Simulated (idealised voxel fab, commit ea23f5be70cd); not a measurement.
Proc. module: voxel wiring stack
The cross-section on display is named cut; it measures 200 nm wide, and its cells are 5 nm squares.
Notation: cross-section as square-cell grid; stated in bands, top first, going down; one or more cell rows per band.
Band entry format. Leading values: height of top, height of bottom, nm. Remainder: materials in left-to-right order, each with its width in nm. Special words: "everywhere" on a single material, which then fills the band edge to edge; "empty", empty space.
Height is counted from the level 0, under which the received wafer is composed throughout of one material. The lowest of the bands is not closed at the bottom but continues downward, in the notation "0 and below".
Think of "30 to 40" as a width that walks from the first number to the second as you go down the band, top row to bottom row, taking equal-sized steps from row to row.
Reading "no alteration" for a step: not a cell of the cross-section changed in it.
Heads up: "Voids, enclosed" only lists the empty pockets with no open path to the top that are 8 cells or more, and it writes them as width x height at distance, distance from the left edge, in nm.
The remark found on a step's line after its settings is issued by the simulator itself and pertains to that step.
Among the settings permitted on a step's line is "overlay nm"; applied to a step with a mask, it specifies the extent to which the mask lay to the right of its planned position, whereas a negative figure signifies a position to the left.
### The process steps that were planned are listed below
1. RECEIVE [material Si]
2. CONFORMAL_DEP [material SiO2] [thk nm 15]
3. CONFORMAL_DEP [material SiN] [thk nm 5]
4. DIRECTIONAL_DEP [material SiO2] [thk nm 15]
5. DIRECTIONAL_DEP [material aC] [thk nm 15]
6. PATTERN [tone open] [mask id METAL_1] [material resist] [width nm 25] [pitch nm 55] [thk nm 30] [overlay nm 0]
7. DIRECTIONAL_ETCH [etch materials aC] [depth nm 15]
8. STRIP [etch materials resist]
9. DIRECTIONAL_ETCH [etch materials SiO2] [depth nm 15]
10. DIRECTIONAL_ETCH [etch materials SiN] [depth nm 5]
11. STRIP [etch materials aC]
12. CONFORMAL_DEP [material TiN] [thk nm 5]
13. FILL_DEP [material Cu] [thk nm 5]
14. CMP [height nm 35]
15. EPI [material Ru] [thk nm 5]
16. FILL_DEP [material SiCN] [thk nm 5]
17. DIRECTIONAL_DEP [material lowk] [thk nm 20]
18. DIRECTIONAL_DEP [material aC] [thk nm 15]
19. PATTERN [tone open] [mask id PLUG_1] [material resist] [width nm 15] [pitch nm 110] [thk nm 30] [overlay nm 0]
20. DIRECTIONAL_ETCH [etch materials aC] [depth nm 15]
21. STRIP [etch materials resist]
22. DIRECTIONAL_ETCH [etch materials lowk] [depth nm 20]
23. DIRECTIONAL_ETCH [etch materials SiCN] [depth nm 5]
24. STRIP [etch materials aC]
25. EPI [material Ru] [thk nm 10]
26. EPI [material Ru] [thk nm 10]
27. EPI [material Ru] [thk nm 5]
28. CONFORMAL_DEP [material SiN] [thk nm 5]
29. DIRECTIONAL_DEP [material lowk] [thk nm 20]
30. MASKED_ETCH [tone open] [mask id METAL_2] [width nm 25] [pitch nm 55] [etch materials lowk] [depth nm 20] [overlay nm 0]
31. MASKED_ETCH [tone open] [mask id METAL_2] [width nm 25] [pitch nm 55] [etch materials SiN] [depth nm 5] [overlay nm 0]
32. CONFORMAL_DEP [material TiN] [thk nm 5]
33. FILL_DEP [material Ru] [thk nm 5]
34. CMP [height nm 90]
35. EPI [material Ru] [thk nm 5]
36. FILL_DEP [material SiCN] [thk nm 5]
37. DIRECTIONAL_DEP [material lowk] [thk nm 30]
38. PATTERN [tone open] [mask id METAL_3_HOLES] [material resist] [width nm 15] [pitch nm 110] [thk nm 15] [overlay nm 0]
39. DIRECTIONAL_ETCH [etch materials lowk] [depth nm 30]
40. STRIP [etch materials resist]
41. MASKED_ETCH [tone open] [mask id METAL_3] [width nm 25] [pitch nm 55] [etch materials lowk] [depth nm 15] [overlay nm 0]
42. MASKED_ETCH [tone open] [mask id METAL_3] [width nm 25] [pitch nm 55] [etch materials SiCN] [depth nm 5] [overlay nm 0]
43. CONFORMAL_DEP [material TiN] [thk nm 5]
44. FILL_DEP [material Cu] [thk nm 10]
45. CMP [height nm 130]
46. CONFORMAL_DEP [material SiCN] [thk nm 5]
47. DIRECTIONAL_DEP [material SiO2] [thk nm 20]
48. MASKED_ETCH [tone open] [mask id PLUG_3] [width nm 15] [pitch nm 110] [etch materials SiO2] [depth nm 20] [overlay nm 0]
49. MASKED_ETCH [tone open] [mask id PLUG_3] [width nm 15] [pitch nm 110] [etch materials SiCN] [depth nm 5] [overlay nm 0]
50. EPI [material Ru] [thk nm 10]
51. EPI [material Ru] [thk nm 10]
52. EPI [material Ru] [thk nm 5]
53. CONFORMAL_DEP [material SiN] [thk nm 5]
54. DIRECTIONAL_DEP [material SiO2] [thk nm 25]
55. PATTERN [tone open] [mask id METAL_4] [material resist] [width nm 25] [pitch nm 55] [thk nm 20] [overlay nm 0]
56. DIRECTIONAL_ETCH [etch materials SiO2] [depth nm 25]
57. DIRECTIONAL_ETCH [etch materials SiN] [depth nm 5]
58. STRIP [etch materials resist]
59. CONFORMAL_DEP [material TiN] [thk nm 5]
60. FILL_DEP [material Cu] [thk nm 5]
61. CMP [height nm 185]
62. CONFORMAL_DEP [material SiN] [thk nm 5]
### Wafer as received: cross-section following step 1
- 0 and below | Si everywhere
- Voids, enclosed: none
### The plan above was carried out on the starting structure above with one mistake, and this cross-section shows the wafer at the end of the module
- 190 down to 185 | SiN everywhere
- 185 down to 160 | 30 of SiO2  5 of TiN  15 of Cu  5 of TiN  30 of SiO2  5 of TiN  15 of Cu  5 of TiN  30 of SiO2  5 of TiN  15 of Cu  5 of TiN  35 of SiO2
- 160 down to 155 | 30 of SiN  25 of TiN  30 of SiN  25 of TiN  30 of SiN  25 of TiN  35 of SiN
- 155 down to 135 | 30 of SiO2  15 of Ru  95 of SiO2  15 of Ru  45 of SiO2
- 135 down to 130 | 30 of SiCN  15 of Ru  95 of SiCN  15 of Ru  45 of SiCN
- 130 down to 120 | 30 of lowk  5 of TiN  15 of Cu  5 of TiN  30 of lowk  5 of TiN  15 of Cu  5 of TiN  30 of lowk  5 of TiN  15 of Cu  5 of TiN  35 of lowk
- 120 down to 115 | 30 of lowk  5 of TiN  5 of Cu  15 of TiN  30 of lowk  25 of TiN  30 of lowk  5 of TiN  5 of Cu  15 of TiN  35 of lowk
- 115 down to 100 | 30 of lowk  5 of TiN  5 of Cu  5 of TiN  95 of lowk  5 of TiN  5 of Cu  5 of TiN  45 of lowk
- 100 down to 95 | 30 of SiCN  15 of TiN  95 of SiCN  15 of TiN  45 of SiCN
- 95 down to 90 | 25 of SiCN  35 of Ru  20 of SiCN  35 of Ru  20 of SiCN  35 of Ru  30 of SiCN
- 90 down to 70 | 30 of lowk  5 of TiN  15 of Ru  5 of TiN  30 of lowk  5 of TiN  15 of Ru  5 of TiN  30 of lowk  5 of TiN  15 of Ru  5 of TiN  35 of lowk
- 70 down to 65 | 30 of SiN  25 of TiN  30 of SiN  25 of TiN  30 of SiN  25 of TiN  35 of SiN
- 65 down to 45 | 30 of lowk  15 of Ru  95 of lowk  15 of Ru  45 of lowk
- 45 down to 40 | 30 of SiCN  15 of Ru  95 of SiCN  15 of Ru  45 of SiCN
- 40 down to 35 | 25 of SiCN  35 of Ru  20 of SiCN  35 of Ru  20 of SiCN  35 of Ru  30 of SiCN
- 35 down to 25 | 30 of SiO2  5 of TiN  15 of Cu  5 of TiN  30 of SiO2  5 of TiN  15 of Cu  5 of TiN  30 of SiO2  5 of TiN  15 of Cu  5 of TiN  35 of SiO2
- 25 down to 20 | 30 of SiO2  25 of TiN  30 of SiO2  25 of TiN  30 of SiO2  25 of TiN  35 of SiO2
- 20 down to 5 | SiO2 everywhere
- 5 down to 0 | SiN everywhere
- 0 and below | Si everywhere
- Voids, enclosed: none
Diagnosis: sequence error: steps 2 and 3 interchanged
